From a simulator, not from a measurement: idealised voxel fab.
process module | voxel air gaps
cross-section cut | 215 nm wide | cells 5 nm
A cross-section is a grid of square cells, given in bands from the top down. A band is one or more rows of cells.
Each band's line starts with the height of the band's top and of its bottom, in nm. Then come its materials from left to right, each with its width in nm. One material with "throughout" fills the band from edge to edge. "air" is empty space.
Height 0 is the level under which the wafer as received is all one material. The lowest band goes on downwards, as in "0 down".
A width such as "30 to 40" changes by the same amount from each row of cells to the next, from the band's top row to its bottom row.
"no change" after a step means that no cell of the cross-section changed.
closed voids: empty space of 8 cells or more with no open way to the top, each as width x height at its distance from the left edge, in nm
after a step's settings: what the simulator itself notes on the step
overlay nm, on a step with a mask: how far to the right of its planned place the mask lay; to the left if negative
plan
1 op RECEIVE | material Si
2 op CONFORMAL_DEP | material SiO2 | thk nm 10
3 op CONFORMAL_DEP | material SiN | thk nm 5
4 op DIRECTIONAL_DEP | material SiO2 | thk nm 35
5 op DIRECTIONAL_DEP | material aC | thk nm 10
6 op PATTERN | tone open | mask id LINES | material resist | width nm 25 | pitch nm 55 | thk nm 25 | overlay nm 0
7 op DIRECTIONAL_ETCH | etch materials aC | depth nm 10
8 op STRIP | etch materials resist
9 op DIRECTIONAL_ETCH | etch materials SiO2 | depth nm 35
10 op STRIP | etch materials aC
11 op CONFORMAL_DEP | material TiN | thk nm 5
12 op FILL_DEP | material Cu | thk nm 5
13 op CMP | height nm 50
14 op EPI | material Ru | thk nm 10
15 op SELECTIVE_ETCH | etch materials SiO2 | depth nm 45
16 op CONFORMAL_DEP | material SiCN | thk nm 5
as received, after step 1
  0 down: Si throughout
  closed voids: none
a wafer at the end: this start, this plan, one mistake
  65 to 60: air 25 | SiCN 165 | air 25
  60 to 50: air 25 | SiCN 5 | Ru 45 | SiCN 10 | Ru 45 | SiCN 10 | Ru 45 | SiCN 5 | air 25
  50 to 45: air 25 | SiCN 15 | TiN 5 | Cu 15 | TiN 5 | SiCN 30 | TiN 5 | Cu 15 | TiN 5 | SiCN 30 | TiN 5 | Cu 15 | TiN 5 | SiCN 15 | air 25
  45 to 20: air 35 | SiCN 5 | TiN 5 | Cu 15 | TiN 5 | SiCN 5 | air 20 | SiCN 5 | TiN 5 | Cu 15 | TiN 5 | SiCN 5 | air 20 | SiCN 5 | TiN 5 | Cu 15 | TiN 5 | SiCN 5 | air 35
  20 to 15: SiCN 40 | TiN 25 | SiCN 30 | TiN 25 | SiCN 30 | TiN 25 | SiCN 40
  15 to 10: SiN throughout
  10 to 0: TiN throughout
  0 down: Si throughout
  closed voids: 20 x 25 at 70; 20 x 25 at 125
what went wrong: step 2 ran as: op CONFORMAL_DEP | material TiN | thk nm 10
